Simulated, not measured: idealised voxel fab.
process module | voxel self aligned vias
cross-section cut | 285 nm wide | cells 5 nm
A cross-section is a grid of square cells, given in bands from the top down. A band is one or more rows of cells.
Each band's line starts with the height of the band's top and of its bottom, in nm. Then come its materials from left to right, each with its width in nm. One material with "throughout" fills the band from edge to edge. "air" is empty space.
Height 0 is the level under which the wafer as received is all one material. The lowest band goes on downwards, as in "0 down".
A width such as "30 to 40" changes by the same amount from each row of cells to the next, from the band's top row to its bottom row.
"no change" after a step means that no cell of the cross-section changed.
closed voids: empty space of 8 cells or more with no open way to the top, each as width x height at its distance from the left edge, in nm
after a step's settings: what the simulator itself notes on the step
overlay nm, on a step with a mask: how far to the right of its planned place the mask lay; to the left if negative
plan
1 op RECEIVE | material Si
2 op CONFORMAL_DEP | material SiO2 | thk nm 10
3 op CONFORMAL_DEP | material SiCN | thk nm 5
4 op DIRECTIONAL_DEP | material lowk | thk nm 25
5 op PATTERN | tone open | mask id LINES | material resist | width nm 25 | pitch nm 70 | thk nm 15 | overlay nm 0
6 op DIRECTIONAL_ETCH | etch materials lowk | depth nm 25
7 op STRIP | etch materials resist
8 op CONFORMAL_DEP | material TiN | thk nm 5
9 op FILL_DEP | material Ru | thk nm 10
10 op CMP | height nm 40
11 op SELECTIVE_ETCH | etch materials W Ru TiN | depth nm 5
12 op FILL_DEP | material SiN | thk nm 10
13 op CMP | height nm 40
14 op DIRECTIONAL_DEP | material lowk | thk nm 20
15 op DIRECTIONAL_DEP | material aC | thk nm 15
16 op PATTERN | tone open | mask id VIAS | material resist | width nm 45 | pitch nm 70 | thk nm 30 | overlay nm 0
17 op DIRECTIONAL_ETCH | etch materials aC | depth nm 15
18 op STRIP | etch materials resist
19 op DIRECTIONAL_ETCH | etch materials lowk | depth nm 20
20 op DIRECTIONAL_ETCH | etch materials SiN | depth nm 5
21 op STRIP | etch materials aC
22 op CONFORMAL_DEP | material TiN | thk nm 5
23 op FILL_DEP | material Cu | thk nm 10
24 op CMP | height nm 60
25 op CONFORMAL_DEP | material SiCN | thk nm 5
first wafer, as planned
as received, after step 1
  0 down: Si throughout
  closed voids: none
after step 2
  10 to 0: SiO2 throughout
  below 0: unchanged
after step 3
  15 to 10: SiCN throughout
  below 10: unchanged
after step 4
  40 to 15: lowk throughout
  below 15: unchanged
after step 5
  55 to 40: resist 95 | air 25 | resist 45 | air 25 | resist 95
  below 40: unchanged
after step 6
  55 to 40: resist 95 | air 25 | resist 45 | air 25 | resist 95
  40 to 15: lowk 95 | air 25 | lowk 45 | air 25 | lowk 95
  below 15: unchanged
after step 7
  40 to 15: lowk 95 | air 25 | lowk 45 | air 25 | lowk 95
  below 15: unchanged
after step 8
  45 to 40: TiN 100 | air 15 | TiN 55 | air 15 | TiN 100
  40 to 20: lowk 95 | TiN 5 | air 15 | TiN 5 | lowk 45 | TiN 5 | air 15 | TiN 5 | lowk 95
  20 to 15: lowk 95 | TiN 25 | lowk 45 | TiN 25 | lowk 95
  below 15: unchanged
after step 9
  55 to 45: Ru throughout
  45 to 40: TiN 100 | Ru 15 | TiN 55 | Ru 15 | TiN 100
  40 to 20: lowk 95 | TiN 5 | Ru 15 | TiN 5 | lowk 45 | TiN 5 | Ru 15 | TiN 5 | lowk 95
  below 20: unchanged
after step 10
  40 to 20: lowk 95 | TiN 5 | Ru 15 | TiN 5 | lowk 45 | TiN 5 | Ru 15 | TiN 5 | lowk 95
  below 20: unchanged
after step 11
  40 to 35: lowk 95 | air 25 | lowk 45 | air 25 | lowk 95
  below 35: unchanged
after step 12
  50 to 40: SiN throughout
  40 to 35: lowk 95 | SiN 25 | lowk 45 | SiN 25 | lowk 95
  below 35: unchanged
after step 13
  40 to 35: lowk 95 | SiN 25 | lowk 45 | SiN 25 | lowk 95
  below 35: unchanged
after step 14
  60 to 40: lowk throughout
  below 40: unchanged
after step 15
  75 to 60: aC throughout
  below 60: unchanged
after step 16
  105 to 75: resist 85 | air 45 | resist 25 | air 45 | resist 85
  below 75: unchanged
after step 17
  90 to 75: resist 85 | air 45 | resist 25 | air 45 | resist 85
  75 to 60: aC 85 | air 45 | aC 25 | air 45 | aC 85
  below 60: unchanged
after step 18
  75 to 60: aC 85 | air 45 | aC 25 | air 45 | aC 85
  below 60: unchanged
after step 19
  75 to 60: aC 85 | air 45 | aC 25 | air 45 | aC 85
  60 to 40: lowk 85 | air 45 | lowk 25 | air 45 | lowk 85
  below 40: unchanged
after step 20
  75 to 60: aC 85 | air 45 | aC 25 | air 45 | aC 85
  60 to 40: lowk 85 | air 45 | lowk 25 | air 45 | lowk 85
  40 to 35: lowk 95 | air 25 | lowk 45 | air 25 | lowk 95
  below 35: unchanged
after step 21
  60 to 40: lowk 85 | air 45 | lowk 25 | air 45 | lowk 85
  below 40: unchanged
after step 22
  65 to 60: TiN 90 | air 35 | TiN 35 | air 35 | TiN 90
  60 to 45: lowk 85 | TiN 5 | air 35 | TiN 5 | lowk 25 | TiN 5 | air 35 | TiN 5 | lowk 85
  45 to 40: lowk 85 | TiN 15 | air 15 | TiN 15 | lowk 25 | TiN 15 | air 15 | TiN 15 | lowk 85
  40 to 35: lowk 95 | TiN 25 | lowk 45 | TiN 25 | lowk 95
  below 35: unchanged
after step 23
  75 to 65: Cu throughout
  65 to 60: TiN 90 | Cu 35 | TiN 35 | Cu 35 | TiN 90
  60 to 45: lowk 85 | TiN 5 | Cu 35 | TiN 5 | lowk 25 | TiN 5 | Cu 35 | TiN 5 | lowk 85
  45 to 40: lowk 85 | TiN 15 | Cu 15 | TiN 15 | lowk 25 | TiN 15 | Cu 15 | TiN 15 | lowk 85
  below 40: unchanged
after step 24
  60 to 45: lowk 85 | TiN 5 | Cu 35 | TiN 5 | lowk 25 | TiN 5 | Cu 35 | TiN 5 | lowk 85
  below 45: unchanged
after step 25
  65 to 60: SiCN throughout
  below 60: unchanged
second wafer: like start, like plan, one mistake. Through step 2 it matches the first wafer
when step 3 should have ended
  15 to 10: TiN throughout
  below 10: unchanged
when step 4 should have ended
  40 to 15: lowk throughout
  below 15: unchanged
when step 5 should have ended
  55 to 40: resist 95 | air 25 | resist 45 | air 25 | resist 95
  below 40: unchanged
when step 6 should have ended
  55 to 40: resist 95 | air 25 | resist 45 | air 25 | resist 95
  40 to 15: lowk 95 | air 25 | lowk 45 | air 25 | lowk 95
  below 15: unchanged
when step 7 should have ended
  40 to 15: lowk 95 | air 25 | lowk 45 | air 25 | lowk 95
  below 15: unchanged
when step 8 should have ended
  45 to 40: TiN 100 | air 15 | TiN 55 | air 15 | TiN 100
  40 to 20: lowk 95 | TiN 5 | air 15 | TiN 5 | lowk 45 | TiN 5 | air 15 | TiN 5 | lowk 95
  20 to 15: lowk 95 | TiN 25 | lowk 45 | TiN 25 | lowk 95
  below 15: unchanged
when step 9 should have ended
  55 to 45: Ru throughout
  45 to 40: TiN 100 | Ru 15 | TiN 55 | Ru 15 | TiN 100
  40 to 20: lowk 95 | TiN 5 | Ru 15 | TiN 5 | lowk 45 | TiN 5 | Ru 15 | TiN 5 | lowk 95
  below 20: unchanged
when step 10 should have ended
  40 to 20: lowk 95 | TiN 5 | Ru 15 | TiN 5 | lowk 45 | TiN 5 | Ru 15 | TiN 5 | lowk 95
  below 20: unchanged
when step 11 should have ended
  40 to 35: lowk 95 | air 25 | lowk 45 | air 25 | lowk 95
  below 35: unchanged
when step 12 should have ended
  50 to 40: SiN throughout
  40 to 35: lowk 95 | SiN 25 | lowk 45 | SiN 25 | lowk 95
  below 35: unchanged
when step 13 should have ended
  40 to 35: lowk 95 | SiN 25 | lowk 45 | SiN 25 | lowk 95
  below 35: unchanged
when step 14 should have ended
  60 to 40: lowk throughout
  below 40: unchanged
when step 15 should have ended
  75 to 60: aC throughout
  below 60: unchanged
when step 16 should have ended
  105 to 75: resist 85 | air 45 | resist 25 | air 45 | resist 85
  below 75: unchanged
when step 17 should have ended
  90 to 75: resist 85 | air 45 | resist 25 | air 45 | resist 85
  75 to 60: aC 85 | air 45 | aC 25 | air 45 | aC 85
  below 60: unchanged
when step 18 should have ended
  75 to 60: aC 85 | air 45 | aC 25 | air 45 | aC 85
  below 60: unchanged
when step 19 should have ended
  75 to 60: aC 85 | air 45 | aC 25 | air 45 | aC 85
  60 to 40: lowk 85 | air 45 | lowk 25 | air 45 | lowk 85
  below 40: unchanged
when step 20 should have ended
  75 to 60: aC 85 | air 45 | aC 25 | air 45 | aC 85
  60 to 40: lowk 85 | air 45 | lowk 25 | air 45 | lowk 85
  40 to 35: lowk 95 | air 25 | lowk 45 | air 25 | lowk 95
  below 35: unchanged
when step 21 should have ended
  60 to 40: lowk 85 | air 45 | lowk 25 | air 45 | lowk 85
  below 40: unchanged
when step 22 should have ended
  65 to 60: TiN 90 | air 35 | TiN 35 | air 35 | TiN 90
  60 to 45: lowk 85 | TiN 5 | air 35 | TiN 5 | lowk 25 | TiN 5 | air 35 | TiN 5 | lowk 85
  45 to 40: lowk 85 | TiN 15 | air 15 | TiN 15 | lowk 25 | TiN 15 | air 15 | TiN 15 | lowk 85
  40 to 35: lowk 95 | TiN 25 | lowk 45 | TiN 25 | lowk 95
  below 35: unchanged
when step 23 should have ended
  75 to 65: Cu throughout
  65 to 60: TiN 90 | Cu 35 | TiN 35 | Cu 35 | TiN 90
  60 to 45: lowk 85 | TiN 5 | Cu 35 | TiN 5 | lowk 25 | TiN 5 | Cu 35 | TiN 5 | lowk 85
  45 to 40: lowk 85 | TiN 15 | Cu 15 | TiN 15 | lowk 25 | TiN 15 | Cu 15 | TiN 15 | lowk 85
  below 40: unchanged
when step 24 should have ended
  60 to 45: lowk 85 | TiN 5 | Cu 35 | TiN 5 | lowk 25 | TiN 5 | Cu 35 | TiN 5 | lowk 85
  below 45: unchanged
when step 25 should have ended
  65 to 60: SiCN throughout
  below 60: unchanged
what went wrong: step 3 ran as: op CONFORMAL_DEP | material TiN | thk nm 5
at the end the second wafer has, in cells: 57 fewer of SiCN | 57 more of TiN
